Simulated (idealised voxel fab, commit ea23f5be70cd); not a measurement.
The following is a process module called voxel tone inversion.
Each square cell in cross-section cut measures 5 nm, and the section as a whole is 260 nm wide.
A cross-section in this document is a grid of square cells, and it is written down as bands, the top band listed before the ones below it; a band is made up of one or more rows of cells. Top, bottom (nm), then materials left to right with widths (nm); lone material tagged "everywhere" fills the whole band edge to edge; "empty" = empty space. The level at which height equals 0 is the one under which the wafer, as it arrives, is entirely one material. No lower edge exists for the bottom band, which continues downward and is notated as in "from 0 down". The width entry "30 to 40" should be interpreted row by row: the top row of cells in the band takes the first number, the bottom row takes the second number, and the change between adjacent rows is uniform throughout. Key: "nothing was modified" - step with no changed cell in the cross-section. The entry "Internal closed voids" lists the empty spaces that cover at least 8 cells and have no open path to the top. Each is written as width x height at distance, where the distance is measured from the left edge and all three values are in nm. That trailing text on a step's line, after the settings, is the simulator's own remark on the step. "overlay nm" on a masked step: distance the mask lay right of its planned place, negative for left.
[So here's the lineup of process steps we planned]
- 1: RECEIVE | material Si
- 2: CONFORMAL_DEP | material SiCN | thk nm 5
- 3: DIRECTIONAL_DEP | material aC | thk nm 25
- 4: PATTERN | tone cover | mask id POSTS | material resist | width nm 15 | pitch nm 45 | thk nm 30 | overlay nm 0
- 5: DIRECTIONAL_ETCH | etch materials aC | depth nm 25
- 6: STRIP | etch materials resist
- 7: FILL_DEP | material SiO2 | thk nm 10
- 8: CMP | height nm 30
- 9: STRIP | etch materials aC
- 10: CONFORMAL_DEP | material TiN | thk nm 5
- 11: FILL_DEP | material Ru | thk nm 10
- 12: CMP | height nm 30
- 13: CONFORMAL_DEP | material SiCN | thk nm 5
[Wafer cross-section on receipt, i.e. after step 1]
  from 0 down: Si everywhere
  Internal closed voids: none
[One mistake in running the module, otherwise start and plan as above: cross-section at the end]
  from 35 to 25: SiCN everywhere
  from 25 to 0: aC everywhere
  from 0 down: Si everywhere
  Internal closed voids: none
Misprocessing identified: steps 2 and 3 of the plan were run in the wrong order, each in the other's place
